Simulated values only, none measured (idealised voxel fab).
The following is a process module called voxel transistor to metal.
In the cross-section labelled cut, the width is 140 nm and each square cell is 5 nm.
A cross-section is a grid of square cells, given in bands from the top down. A band is one or more rows of cells. This entry defines a band. It first specifies the height of the band's top and the height of its bottom in nm, and then specifies the band's materials from left to right, stating each material with its width in nm. The word "full width" identifies a single material that fills the band from edge to edge, while the word "empty" identifies empty space. Convention: height 0 is the level below which the wafer, as received, is all one material. The lowest band does not terminate at the bottom but continues downward, represented as "0 nm and below". Top row gets the first number, bottom row gets the second, and each row in between changes by the same step: that is how a band width like "30..40" works. Step marked "nothing changed"? Then no cell in the cross-section changed in it. The list in "Closed cavities" covers empty spaces of 8 cells or more that cannot reach the top through any open way, and it gives each as width x height at distance; the distance is from the left edge, and width, height and distance are in nm. Whatever follows a step's settings on its line is a remark the simulator itself makes about that step. The setting "overlay nm" may be written on the line of a step. When the step uses a mask, the value reports how far to the right of the planned place the mask lay, and a negative value reports that it lay to the left.

Process steps foreseen in the plan
1) RECEIVE | material Si
2) OXIDIZE | depth nm 5
3) CONFORMAL_DEP | material SiN | thk nm 15
4) PATTERN | tone cover | mask id ACTIVE | material resist | width nm 100 | thk nm 15 | overlay nm 0
5) DIRECTIONAL_ETCH | etch materials SiN | depth nm 15
6) DIRECTIONAL_ETCH | etch materials SiO2 | depth nm 5
7) DIRECTIONAL_ETCH | etch materials Si | depth nm 30
8) STRIP | etch materials resist
9) OXIDIZE | depth nm 5
10) FILL_DEP | material SiO2 | thk nm 10
11) CMP | height nm 15
12) SELECTIVE_ETCH | etch materials SiO2 | depth nm 5
13) STRIP | etch materials SiN
14) SELECTIVE_ETCH | etch materials SiO2 | depth nm 5
15) OXIDIZE | depth nm 5
16) DIRECTIONAL_DEP | material polySi | thk nm 20
17) DIRECTIONAL_DEP | material SiCN | thk nm 15
18) DIRECTIONAL_DEP | material aC | thk nm 15
19) PATTERN | tone cover | mask id GATE | material resist | width nm 20 | thk nm 35 | overlay nm 0
20) DIRECTIONAL_ETCH | etch materials aC | depth nm 15
21) STRIP | etch materials resist
22) DIRECTIONAL_ETCH | etch materials SiCN | depth nm 25
23) DIRECTIONAL_ETCH | etch materials polySi | depth nm 30
24) STRIP | etch materials aC
25) CONFORMAL_DEP | material SiN | thk nm 10
26) DIRECTIONAL_ETCH | etch materials SiN | depth nm 10
27) DIRECTIONAL_ETCH | etch materials SiO2 | depth nm 5
28) DIRECTIONAL_ETCH | etch materials Si | depth nm 15
29) EPI | material nSi | thk nm 15
30) FILL_DEP | material SiO2 | thk nm 10
31) CMP | height nm 30
32) DIRECTIONAL_DEP | material SiO2 | thk nm 10
33) DIRECTIONAL_DEP | material aC | thk nm 15
34) PATTERN | tone open | mask id CONTACT | material resist | width nm 25 | pitch nm 55 | thk nm 35 | overlay nm 0
35) DIRECTIONAL_ETCH | etch materials aC | depth nm 15
36) STRIP | etch materials resist
37) DIRECTIONAL_ETCH | etch materials SiO2 | depth nm 50
38) STRIP | etch materials aC
39) CONFORMAL_DEP | material TiN | thk nm 5
40) FILL_DEP | material W | thk nm 10
41) CMP | height nm 40
42) CONFORMAL_DEP | material SiN | thk nm 5
43) DIRECTIONAL_DEP | material SiO2 | thk nm 25
44) MASKED_ETCH | tone open | mask id METAL_1 | width nm 15 | pitch nm 65 | etch materials SiO2 | depth nm 25 | overlay nm 0
45) MASKED_ETCH | tone open | mask id METAL_1 | width nm 15 | pitch nm 65 | etch materials SiN | depth nm 5 | overlay nm 0
46) CONFORMAL_DEP | material TiN | thk nm 5
47) FILL_DEP | material Ru | thk nm 10
48) CMP | height nm 70
49) CONFORMAL_DEP | material SiCN | thk nm 5
50) DIRECTIONAL_DEP | material lowk | thk nm 25
51) PATTERN | tone open | mask id METAL_2 | material resist | width nm 15 | pitch nm 65 | thk nm 15 | overlay nm 0
52) DIRECTIONAL_ETCH | etch materials lowk | depth nm 15
53) STRIP | etch materials resist
54) PATTERN | tone open | mask id METAL_2_HOLES | material resist | width nm 15 | pitch nm 65 | thk nm 20 | overlay nm 0
55) DIRECTIONAL_ETCH | etch materials lowk | depth nm 10
56) DIRECTIONAL_ETCH | etch materials SiCN | depth nm 5
57) STRIP | etch materials resist
58) CONFORMAL_DEP | material TiN | thk nm 5
59) FILL_DEP | material Cu | thk nm 10
60) CMP | height nm 100
61) CONFORMAL_DEP | material SiN | thk nm 5

Wafer as received: cross-section following step 1
	0 nm and below  Si full width
	Closed cavities: none

The module was run from the start shown above using the plan shown above, but one mistake was made doing it; the resulting wafer cross-section is below
	105 nm to 100 nm  SiN full width
	100 nm to 95 nm  Cu full width
	95 nm to 90 nm  TiN: 35, then Cu: 5, then TiN: 60, then Cu: 5, then TiN: 35
	90 nm to 85 nm  lowk: 30, then TiN: 15, then lowk: 50, then TiN: 15, then lowk: 30
	85 nm to 75 nm  lowk full width
	75 nm to 70 nm  SiCN full width
	70 nm to 45 nm  SiO2: 30, then TiN: 5, then Ru: 5, then TiN: 5, then SiO2: 50, then TiN: 5, then Ru: 5, then TiN: 5, then SiO2: 30
	45 nm to 40 nm  SiN: 30, then TiN: 15, then SiN: 50, then TiN: 15, then SiN: 30
	40 nm to 30 nm  SiO2: 30, then TiN: 5, then W: 15..10, then TiN: 5..10, then SiO2: 30, then TiN: 5..10, then W: 15..10, then TiN: 5, then SiO2: 30
	30 nm to 15 nm  SiO2: 30, then TiN: 5, then W: 10, then TiN: 5, then SiN: 10, then SiCN: 20, then SiN: 10, then TiN: 5, then W: 10, then TiN: 5, then SiO2: 30
	15 nm to 10 nm  SiO2: 30, then TiN: 5, then W: 10, then TiN: 5, then SiN: 10, then polySi: 20, then SiN: 10, then TiN: 5, then W: 10, then TiN: 5, then SiO2: 30
	10 nm to 5 nm  SiO2: 30, then TiN: 20, then SiN: 10, then polySi: 20, then SiN: 10, then TiN: 20, then SiO2: 30
	5 nm to -5 nm  SiO2: 15, then SiN: 10, then SiO2: 5, then TiN: 5, then nSi: 15, then SiN: 10, then polySi: 20, then SiN: 10, then nSi: 15, then TiN: 5, then SiO2: 5, then SiN: 10, then SiO2: 15
	-5 nm to -10 nm  SiO2: 30, then TiN: 5, then nSi: 15, then SiO2: 40, then nSi: 15, then TiN: 5, then SiO2: 30
	-10 nm to -25 nm  SiO2: 25, then nSi: 25, then Si: 40, then nSi: 25, then SiO2: 25
	-25 nm to -40 nm  SiO2: 25, then Si: 90, then SiO2: 25
	-40 nm and below  Si full width
	Closed cavities: none
Against the plan, the run slipped here: rather than as planned, step 54 actually ran as PATTERN | tone cover | mask id METAL_2_HOLES | material resist | width nm 15 | pitch nm 65 | thk nm 20 | overlay nm 0
